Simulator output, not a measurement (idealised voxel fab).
Process module heading - voxel lift off
In the cross-section labelled cut, the width is 270 nm and each square cell is 5 nm.
Cross-section, as written here: a square-cell grid given band by band from the top down, where a band holds one or more rows of cells.
It is stipulated that each band's entry specify, in nanometres, the height of the top of the band and then that of its bottom, followed by the materials of the band in left-to-right sequence, each together with its width in nanometres. A single material marked by the word "edge to edge" is understood to fill the band from edge to edge; the word "empty" is understood to denote empty space.
Ref level 0: as-received wafer is one material below here. Bottom band extends down with no lower bound ("0 -> down").
A width given as "30 to 40" starts at the first number in the band's top row and ends at the second number in its bottom row, shifting by an equal amount at every step from row to row.
A step reported as "remained the same" is a step in which no cell of the cross-section changed.
Closed empty spaces (no open way to the top) of 8 cells or more are what "closed voids" lists, each as width x height at distance from the left edge, nm for all three.
Where a step's line continues beyond its settings, the continuation is a remark by the simulator itself on that step.
A step line may carry the setting "overlay nm", which, for steps involving a mask, states the distance by which the mask lay to the right of its intended position; negative values denote displacement to the left.
### The following list gives the planned process steps
| 1 | RECEIVE,material Si |
| 2 | CONFORMAL_DEP,material SiO2,thk nm 5 |
| 3 | PATTERN,tone open,mask id LINES,material resist,width nm 15,pitch nm 45,thk nm 30,overlay nm 0 |
| 4 | DIRECTIONAL_DEP,material Ru,thk nm 15 |
| 5 | STRIP,etch materials resist |
| 6 | CONFORMAL_DEP,material SiCN,thk nm 5 |
### Wafer as received: cross-section following step 1
    0 -> down = Si edge to edge
    closed voids: none
### As-planned run: cross-section of the first of two wafers at end of module
    25 -> 20 = empty=75, then SiCN=25, then empty=20, then SiCN=25, then empty=20, then SiCN=25, then empty=80
    20 -> 10 = empty=75, then SiCN=5, then Ru=15, then SiCN=5, then empty=20, then SiCN=5, then Ru=15, then SiCN=5, then empty=20, then SiCN=5, then Ru=15, then SiCN=5, then empty=80
    10 -> 5 = SiCN=80, then Ru=15, then SiCN=30, then Ru=15, then SiCN=30, then Ru=15, then SiCN=85
    5 -> 0 = SiO2 edge to edge
    0 -> down = Si edge to edge
    closed voids: none
### Wafer two (of two), end-of-module cross-section: start = wafer one, plan = wafer one, one run mistake
    15 -> 10 = empty=75, then SiCN=25, then empty=20, then SiCN=25, then empty=20, then SiCN=25, then empty=80
    10 -> 5 = SiCN=80, then Ru=15, then SiCN=30, then Ru=15, then SiCN=30, then Ru=15, then SiCN=85
    5 -> 0 = SiO2 edge to edge
    0 -> down = Si edge to edge
    closed voids: none
Deviation noted in wafer processing: the process deviated at step 4: the operation and settings actually run there were DIRECTIONAL_DEP,material Ru,thk nm 5
The closing comparison, in cells, has the second wafer with more or fewer of some materials than the first: -18 Ru | -12 SiCN
